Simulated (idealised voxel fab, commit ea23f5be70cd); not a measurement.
voxel transistor to metal: a process module
Square cell edge 5 nm, section width 200 nm, ID cut.
Heads up, the way a cross-section reads in here is a grid of square cells, handed over as bands from the top down, with every band being one or more rows of cells.
Heads up on the band format: heights come first, top then bottom, in nm. After that it's the materials left to right, each with its width in nm. A single material flagged "full width" fills the whole band edge to edge, and "blank" means there's empty space there.
Measure heights from 0. That's the level where, below it, the as-received wafer is all one material. The lowest band is bottomless and extends downward; write it as in "0..down".
The two numbers in a width such as "30->40" mark its ends across the band: the first belongs to the top row of cells, the second to the bottom row, and from each row to the next the width moves by the same amount.
No cell of the cross-section changed in a step that is given as "nothing changed".
"Voids, fully enclosed" enumerates empty spaces isolated from the top, with no open way to it, that contain at least 8 cells, giving each as width x height at distance from the left edge, all three in nm.
Step line, after settings: the simulator's comment on this step.
overlay nm: right-of-plan distance of the mask on a masked step; negative values mean left-of-plan.

Planned step list for the process
1: RECEIVE: material Si
2: CONFORMAL_DEP: material SiO2, thk nm 5
3: CONFORMAL_DEP: material SiN, thk nm 10
4: PATTERN: tone cover, mask id ACTIVE, material resist, width nm 120, thk nm 15, overlay nm 0
5: DIRECTIONAL_ETCH: etch materials SiN, depth nm 10
6: DIRECTIONAL_ETCH: etch materials SiO2, depth nm 5
7: DIRECTIONAL_ETCH: etch materials Si, depth nm 20
8: STRIP: etch materials resist
9: OXIDIZE: depth nm 5
10: FILL_DEP: material SiO2, thk nm 10
11: CMP: height nm 15
12: SELECTIVE_ETCH: etch materials SiO2, depth nm 10
13: STRIP: etch materials SiN
14: SELECTIVE_ETCH: etch materials SiO2, depth nm 5
15: OXIDIZE: depth nm 5
16: DIRECTIONAL_DEP: material polySi, thk nm 30
17: DIRECTIONAL_DEP: material SiCN, thk nm 15
18: DIRECTIONAL_DEP: material aC, thk nm 15
19: PATTERN: tone cover, mask id GATE, material resist, width nm 20, thk nm 35, overlay nm 0
20: DIRECTIONAL_ETCH: etch materials aC, depth nm 15
21: STRIP: etch materials resist
22: DIRECTIONAL_ETCH: etch materials SiCN, depth nm 25
23: DIRECTIONAL_ETCH: etch materials polySi, depth nm 40
24: STRIP: etch materials aC
25: CONFORMAL_DEP: material SiO2, thk nm 5
26: DIRECTIONAL_ETCH: etch materials SiO2, depth nm 5
27: CONFORMAL_DEP: material SiN, thk nm 5
28: DIRECTIONAL_ETCH: etch materials SiN, depth nm 5
29: DIRECTIONAL_ETCH: etch materials SiO2, depth nm 5
30: DIRECTIONAL_ETCH: etch materials Si, depth nm 5
31: EPI: material nSi, thk nm 5
32: FILL_DEP: material SiO2, thk nm 5
33: CMP: height nm 45
34: DIRECTIONAL_DEP: material SiO2, thk nm 15
35: DIRECTIONAL_DEP: material aC, thk nm 15
36: PATTERN: tone open, mask id CONTACT, material resist, width nm 20, pitch nm 80, thk nm 30, overlay nm 0
37: DIRECTIONAL_ETCH: etch materials aC, depth nm 15
38: STRIP: etch materials resist
39: DIRECTIONAL_ETCH: etch materials SiO2, depth nm 65
40: STRIP: etch materials aC
41: CONFORMAL_DEP: material TiN, thk nm 5
42: FILL_DEP: material W, thk nm 10
43: CMP: height nm 60
44: DIRECTIONAL_DEP: material TiN, thk nm 5
45: DIRECTIONAL_DEP: material Ru, thk nm 20
46: PATTERN: tone cover, mask id METAL_1, material resist, width nm 20, pitch nm 80, thk nm 20, overlay nm 0
47: DIRECTIONAL_ETCH: etch materials Ru, depth nm 20
48: DIRECTIONAL_ETCH: etch materials TiN, depth nm 5
49: STRIP: etch materials resist
50: FILL_DEP: material lowk, thk nm 10
51: CMP: height nm 85
52: CONFORMAL_DEP: material SiCN, thk nm 5

Incoming wafer, cross-sectional view, post step 1
- 0..down = Si full width
- Voids, fully enclosed: none

Cross-section, end of module. Start: as above. Plan: as above. Execution: one mistake
- 90..85 = SiCN full width
- 85..65 = Ru full width
- 65..60 = Ru (50) | TiN (20) | Ru (60) | TiN (20) | Ru (50)
- 60..45 = SiO2 (50) | TiN (5) | W (10) | TiN (5) | SiO2 (60) | TiN (5) | W (10) | TiN (5) | SiO2 (50)
- 45..30 = SiO2 (50) | TiN (5) | W (10) | TiN (5) | SiO2 (10) | SiN (5) | SiO2 (5) | SiCN (20) | SiO2 (5) | SiN (5) | SiO2 (10) | TiN (5) | W (10) | TiN (5) | SiO2 (50)
- 30..0 = SiO2 (50) | TiN (5) | W (10) | TiN (5) | SiO2 (10) | SiN (5) | SiO2 (5) | polySi (20) | SiO2 (5) | SiN (5) | SiO2 (10) | TiN (5) | W (10) | TiN (5) | SiO2 (50)
- 0..-5 = SiO2 (50) | TiN (20) | SiO2 (5) | nSi (5) | SiO2 (40) | nSi (5) | SiO2 (5) | TiN (20) | SiO2 (50)
- -5..-10 = SiO2 (45) | nSi (35) | Si (40) | nSi (35) | SiO2 (45)
- -10..-25 = SiO2 (45) | Si (110) | SiO2 (45)
- -25..down = Si full width
- Voids, fully enclosed: none
Against the plan, the run slipped here: so step 50 ended up running with a different setting than we planned, it ran as FILL_DEP: material Ru, thk nm 10
